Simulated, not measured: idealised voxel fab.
This is a process module. Its name is voxel double patterning.
Xsec cut, 260 nm wide, square cell size 5 nm.
Notation: cross-section as square-cell grid; stated in bands, top first, going down; one or more cell rows per band. Each band's line starts with the height of the band's top and of its bottom, in nm. Then come its materials from left to right, each with its width in nm. One material with "throughout" fills the band from edge to edge. "air" is empty space. Basically, 0 is our baseline, since under it the wafer straight out of the box is all one material. The bottom band has no lower end and keeps on going down, so it looks like "from 0 down". Read "30 to 40" as a graded width: first number on top, second number at the bottom, same change between each pair of neighbouring rows. Given "identical to before" for a step, no cell of the cross-section differs between before and after that step. Entry "Enclosed internal voids". Content: empty spaces with no open connection to the top, size 8 cells or greater. Each: width x height at distance. Distance: from left edge. Unit: nm. On each step's line, the part that comes after the settings is the simulator's own comment on the step. What "overlay nm" on a step's line means: if the step has a mask, that mask lay this far to the right of its planned place, or, when the value is negative, to the left.

Listed below are the process steps as planned:
- 1: RECEIVE,material Si
- 2: CONFORMAL_DEP,material SiO2,thk nm 5
- 3: DIRECTIONAL_DEP,material polySi,thk nm 20
- 4: DIRECTIONAL_DEP,material SiN,thk nm 5
- 5: PATTERN,tone open,mask id FIRST,material resist,width nm 15,pitch nm 50,thk nm 20,overlay nm 0
- 6: DIRECTIONAL_ETCH,etch materials SiN,depth nm 5
- 7: STRIP,etch materials resist
- 8: MASKED_ETCH,tone open,mask id SECOND,width nm 15,pitch nm 50,etch materials SiN,depth nm 5,overlay nm 0
- 9: DIRECTIONAL_ETCH,etch materials polySi,depth nm 20
- 10: STRIP,etch materials SiN

Cross-section: wafer on arrival = after step 1:
    from 0 down: Si throughout
    Enclosed internal voids: none

The following cross-section depicts the wafer upon conclusion of the module. Processing commenced from the starting condition illustrated above and adhered to the plan illustrated above, save for one mistake in execution:
    from 25 to 5: polySi=70, air=15, polySi=5, air=25, polySi=5, air=15, polySi=5, air=25, polySi=5, air=15, polySi=75
    from 5 to 0: SiO2 throughout
    from 0 down: Si throughout
    Enclosed internal voids: none
Nonconformance to the process plan: step 8: run off-plan, actual operation and settings MASKED_ETCH,tone open,mask id SECOND,width nm 25,pitch nm 50,etch materials SiN,depth nm 5,overlay nm 0
